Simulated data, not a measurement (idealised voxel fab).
voxel air gaps: a process module
cross-section cut | 255 nm wide | cells 5 nm
A cross-section is written here as square cells arranged in a grid, and it is given in bands from the top down, each band taking up one or more rows of cells.
Heads up on the band format: heights come first, top then bottom, in nm. After that it's the materials left to right, each with its width in nm. A single material flagged "everywhere" fills the whole band edge to edge, and "air" means there's empty space there.
Height 0 is the level under which the wafer as received is all one material. The lowest band goes on downwards, as in "0 nm and below".
When a width is written as two numbers, as in "30->40", the first number is the width in the top row of cells of the band and the second is the width in its bottom row, and the width changes by the same amount from each row to the next.
"no alteration" means the step left every cell of the cross-section as it was.
This entry, "Sealed internal voids", enumerates those empty regions of no fewer than 8 cells that possess no open connection to the top. Each region is reported in the form width x height at distance, the distance being taken from the left edge, with all three quantities expressed in nm.
Step line, after settings: the simulator's comment on this step.
"overlay nm" on a masked step: distance the mask lay right of its planned place, negative for left.

PROCESS STEPS FORESEEN IN THE PLAN
1: RECEIVE,material Si
2: CONFORMAL_DEP,material SiO2,thk nm 15
3: CONFORMAL_DEP,material SiCN,thk nm 5
4: DIRECTIONAL_DEP,material lowk,thk nm 30
5: MASKED_ETCH,tone open,mask id LINES,width nm 20,pitch nm 45,etch materials lowk,depth nm 30,overlay nm -15
6: CONFORMAL_DEP,material TiN,thk nm 5
7: FILL_DEP,material W,thk nm 10
8: CMP,height nm 50
9: EPI,material Ru,thk nm 10
10: SELECTIVE_ETCH,etch materials lowk,depth nm 40
11: CONFORMAL_DEP,material SiCN,thk nm 5
The wafers are alike at the start. At step 5, their overlay nm differs. The plan lists the first wafer's value.

FIRST OF SEVERAL WAFERS (AS RECEIVED, POST STEP 1), CROSS-SECTIONAL VIEW
	0 nm and below | Si everywhere
	Sealed internal voids: none

ROWS = WAFERS. AT MODULE END, EACH ROW LISTS PER MATERIAL THE CELLS GAINED (+) OR LOST (-) SINCE THE WAFER WAS RECEIVED, THEN THE CLOSED VOIDS
overlay nm -15; +48 Ru; +166 SiCN; +153 SiO2; +42 TiN; +30 W; Sealed internal voids: 15 x 20 at 80; 15 x 20 at 125
overlay nm -10; +48 Ru; +166 SiCN; +153 SiO2; +42 TiN; +30 W; Sealed internal voids: 15 x 20 at 85; 15 x 20 at 130
overlay nm -5; +48 Ru; +166 SiCN; +153 SiO2; +42 TiN; +30 W; Sealed internal voids: 15 x 20 at 90; 15 x 20 at 135
overlay nm 0; +48 Ru; +166 SiCN; +153 SiO2; +42 TiN; +30 W; Sealed internal voids: 15 x 20 at 95; 15 x 20 at 140
overlay nm 5; +48 Ru; +166 SiCN; +153 SiO2; +42 TiN; +30 W; Sealed internal voids: 15 x 20 at 100; 15 x 20 at 145
overlay nm 10; +48 Ru; +166 SiCN; +153 SiO2; +42 TiN; +30 W; Sealed internal voids: 15 x 20 at 105; 15 x 20 at 150
overlay nm 15; +48 Ru; +166 SiCN; +153 SiO2; +42 TiN; +30 W; Sealed internal voids: 15 x 20 at 110; 15 x 20 at 155
